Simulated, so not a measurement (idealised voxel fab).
Name of the process module below: voxel ribs on slabs
It is cross-section cut that appears here, measuring 265 nm in width, its square cells being 5 nm in size.
Cross-sections here: square-cell grids, written as top-down lists of bands, a band being one or more rows of cells.
Each band's line starts with the height of the band's top and of its bottom, in nm. Then come its materials from left to right, each with its width in nm. One material with "edge to edge" fills the band from edge to edge. "empty" is empty space.
Where do heights start? At 0: under that level the wafer as delivered is made of one material only. And the lowest band has no floor; it just carries on downward, as in "0..down".
Top row gets the first number, bottom row gets the second, and each row in between changes by the same step: that is how a band width like "30->40" works.
No cell of the cross-section changed in a step that is given as "remained the same".
The entry titled "Fully sealed voids" provides the empty spaces that have no open way to the top, restricted to those of 8 cells or more. Each is presented as width x height at distance, the distance being measured from the left edge, with all three in nm.
after a step's settings: what the simulator itself notes on the step
overlay nm: mask offset rightward from planned place, masked step; negative means leftward offset.

Process steps (planned)
1 RECEIVE | material Si
2 DIRECTIONAL_DEP | material SiO2 | thk nm 20
3 DIRECTIONAL_DEP | material polySi | thk nm 20
4 DIRECTIONAL_DEP | material aC | thk nm 15
5 PATTERN | tone cover | mask id RIB | material resist | width nm 20 | thk nm 30 | overlay nm 0
6 DIRECTIONAL_ETCH | etch materials aC | depth nm 15
7 STRIP | etch materials resist
8 DIRECTIONAL_ETCH | etch materials polySi | depth nm 10
9 STRIP | etch materials aC
10 MASKED_ETCH | tone cover | mask id SLAB | width nm 40 | etch materials polySi | depth nm 10 | overlay nm 0
11 FILL_DEP | material SiO2 | thk nm 15
12 CMP | height nm 50
13 DIRECTIONAL_DEP | material W | thk nm 10
14 MASKED_ETCH | tone cover | mask id HEATER | width nm 30 | etch materials W | depth nm 10 | overlay nm 0
15 CONFORMAL_DEP | material SiN | thk nm 5
Be aware that, although all wafers share a common starting state, the width nm at step 10 differs among them, and the plan displays the first wafer's value.

Cross-section, first of several wafers, as delivered after step 1
> 0..down  Si edge to edge
> Fully sealed voids: none

Cross-section of the first of several wafers, taken after step 15, where the module ends
> 65..60  110 empty  40 SiN  115 empty
> 60..55  110 empty  5 SiN  30 W  5 SiN  115 empty
> 55..50  115 SiN  30 W  120 SiN
> 50..40  SiO2 edge to edge
> 40..30  120 SiO2  20 polySi  125 SiO2
> 30..20  110 SiO2  40 polySi  115 SiO2
> 20..0  SiO2 edge to edge
> 0..down  Si edge to edge
> Fully sealed voids: none

Cross-section of the last wafer at end of module
> 65..60  110 empty  40 SiN  115 empty
> 60..55  110 empty  5 SiN  30 W  5 SiN  115 empty
> 55..50  115 SiN  30 W  120 SiN
> 50..40  SiO2 edge to edge
> 40..30  120 SiO2  20 polySi  125 SiO2
> 30..20  100 SiO2  65 polySi  100 SiO2
> 20..0  SiO2 edge to edge
> 0..down  Si edge to edge
> Fully sealed voids: none

Each wafer at the end: cells of each material gained (+) or lost (-) since it was received, then its closed voids
width nm 40; +57 SiN; +506 SiO2; +12 W; +24 polySi; Fully sealed voids: none
width nm 45; +57 SiN; +504 SiO2; +12 W; +26 polySi; Fully sealed voids: none
width nm 50; +57 SiN; +502 SiO2; +12 W; +28 polySi; Fully sealed voids: none
width nm 55; +57 SiN; +500 SiO2; +12 W; +30 polySi; Fully sealed voids: none
width nm 60; +57 SiN; +498 SiO2; +12 W; +32 polySi; Fully sealed voids: none
width nm 65; +57 SiN; +496 SiO2; +12 W; +34 polySi; Fully sealed voids: none
